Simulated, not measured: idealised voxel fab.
Title: Process Module voxel wiring stack
In the cross-section labelled cut, the width is 220 nm and each square cell is 5 nm.
A cross-section is written here as square cells arranged in a grid, and it is given in bands from the top down, each band taking up one or more rows of cells.
Each band's line starts with the height of the band's top and of its bottom, in nm. Then come its materials from left to right, each with its width in nm. One material with "everywhere" fills the band from edge to edge. "air" is empty space.
Basically, 0 is our baseline, since under it the wafer straight out of the box is all one material. The bottom band has no lower end and keeps on going down, so it looks like "0 down".
Read "30->40" as a graded width: first number on top, second number at the bottom, same change between each pair of neighbouring rows.
Reading "remained the same" for a step: not a cell of the cross-section changed in it.
"Closed void register" means: voids of 8 cells or more that are shut off from the top with no open way through. Written width x height at distance, distance from the left edge, in nm.
It should be noted that, on the line of a given step, the content following the step's settings is a remark produced by the simulator itself with respect to that step.
On any step carrying a mask, the "overlay nm" setting, if present on the step's line, tells how far right of its planned place the mask lay; negative values point to the left.
## So here's the lineup of process steps we planned
| 1 | op RECEIVE | material Si |
| 2 | op CONFORMAL_DEP | material SiO2 | thk nm 15 |
| 3 | op DIRECTIONAL_DEP | material TiN | thk nm 5 |
| 4 | op DIRECTIONAL_DEP | material W | thk nm 15 |
| 5 | op DIRECTIONAL_DEP | material aC | thk nm 10 |
| 6 | op PATTERN | tone cover | mask id METAL_1 | material resist | width nm 20 | pitch nm 50 | thk nm 25 | overlay nm 0 |
| 7 | op DIRECTIONAL_ETCH | etch materials aC | depth nm 10 |
| 8 | op STRIP | etch materials resist |
| 9 | op DIRECTIONAL_ETCH | etch materials W | depth nm 15 |
| 10 | op DIRECTIONAL_ETCH | etch materials TiN | depth nm 5 |
| 11 | op STRIP | etch materials aC |
| 12 | op CONFORMAL_DEP | material SiN | thk nm 5 |
| 13 | op FILL_DEP | material SiO2 | thk nm 10 |
| 14 | op CMP | height nm 35 |
| 15 | op CONFORMAL_DEP | material SiCN | thk nm 5 |
| 16 | op DIRECTIONAL_DEP | material lowk | thk nm 10 |
| 17 | op DIRECTIONAL_DEP | material aC | thk nm 15 |
| 18 | op PATTERN | tone open | mask id PLUG_1 | material resist | width nm 15 | pitch nm 50 | thk nm 30 | overlay nm 0 |
| 19 | op DIRECTIONAL_ETCH | etch materials aC | depth nm 15 |
| 20 | op STRIP | etch materials resist |
| 21 | op DIRECTIONAL_ETCH | etch materials lowk | depth nm 10 |
| 22 | op DIRECTIONAL_ETCH | etch materials SiCN | depth nm 5 |
| 23 | op STRIP | etch materials aC |
| 24 | op EPI | material Ru | thk nm 10 |
| 25 | op EPI | material Ru | thk nm 5 |
| 26 | op CONFORMAL_DEP | material SiCN | thk nm 5 |
| 27 | op DIRECTIONAL_DEP | material SiO2 | thk nm 25 |
| 28 | op MASKED_ETCH | tone open | mask id METAL_2 | width nm 20 | pitch nm 50 | etch materials SiO2 | depth nm 25 | overlay nm 0 |
| 29 | op MASKED_ETCH | tone open | mask id METAL_2 | width nm 20 | pitch nm 50 | etch materials SiCN | depth nm 5 | overlay nm 0 |
| 30 | op CONFORMAL_DEP | material TiN | thk nm 5 |
| 31 | op FILL_DEP | material W | thk nm 10 |
| 32 | op CMP | height nm 80 |
| 33 | op CONFORMAL_DEP | material SiCN | thk nm 5 |
| 34 | op DIRECTIONAL_DEP | material SiO2 | thk nm 10 |
| 35 | op DIRECTIONAL_DEP | material aC | thk nm 15 |
| 36 | op PATTERN | tone open | mask id PLUG_2 | material resist | width nm 15 | pitch nm 50 | thk nm 30 | overlay nm 0 |
| 37 | op DIRECTIONAL_ETCH | etch materials aC | depth nm 15 |
| 38 | op STRIP | etch materials resist |
| 39 | op DIRECTIONAL_ETCH | etch materials SiO2 | depth nm 10 |
| 40 | op DIRECTIONAL_ETCH | etch materials SiCN | depth nm 5 |
| 41 | op STRIP | etch materials aC |
| 42 | op EPI | material Ru | thk nm 10 |
| 43 | op EPI | material Ru | thk nm 5 |
| 44 | op DIRECTIONAL_DEP | material TiN | thk nm 5 |
| 45 | op DIRECTIONAL_DEP | material Ru | thk nm 20 |
| 46 | op MASKED_ETCH | tone cover | mask id METAL_3 | width nm 20 | pitch nm 50 | etch materials Ru | depth nm 20 | overlay nm 0 |
| 47 | op MASKED_ETCH | tone cover | mask id METAL_3 | width nm 20 | pitch nm 50 | etch materials TiN | depth nm 5 | overlay nm 0 |
| 48 | op CONFORMAL_DEP | material SiCN | thk nm 5 |
| 49 | op FILL_DEP | material SiO2 | thk nm 10 |
| 50 | op CMP | height nm 120 |
| 51 | op CONFORMAL_DEP | material SiN | thk nm 5 |
## Incoming wafer in cross-section (state: after step 1)
0 down | Si everywhere
Closed void register: none
## Wafer cross-section at end of module: start and plan as shown above, one execution error
125 to 120 | SiN everywhere
120 to 100 | SiO2=70  SiCN=5  Ru=20  SiCN=5  SiO2=20  SiCN=5  Ru=20  SiCN=5  SiO2=70
100 to 95 | SiCN=75  TiN=20  SiCN=30  TiN=20  SiCN=75
95 to 85 | SiO2=75  Ru=15  SiO2=35  Ru=15  SiO2=80
85 to 80 | SiCN=75  Ru=15  SiCN=35  Ru=15  SiCN=80
80 to 55 | SiO2=75  TiN=5  W=10  TiN=5  SiO2=30  TiN=5  W=10  TiN=5  SiO2=75
55 to 50 | SiCN=75  TiN=20  SiCN=30  TiN=20  SiCN=75
50 to 40 | lowk=75  SiCN=5  TiN=5  SiCN=5  lowk=35  SiCN=5  TiN=5  SiCN=5  lowk=80
40 to 35 | SiCN=80  TiN=5  SiCN=45  TiN=5  SiCN=85
35 to 20 | W=75  SiN=5  SiO2=10  SiN=5  W=30  SiN=5  SiO2=10  SiN=5  W=75
20 to 15 | TiN=75  SiN=20  TiN=30  SiN=20  TiN=75
15 to 0 | SiO2 everywhere
0 down | Si everywhere
Closed void register: none
Where did the run depart from the plan? step 6 ran differently from the plan; actual operation with settings: op PATTERN | tone open | mask id METAL_1 | material resist | width nm 20 | pitch nm 50 | thk nm 25 | overlay nm 0
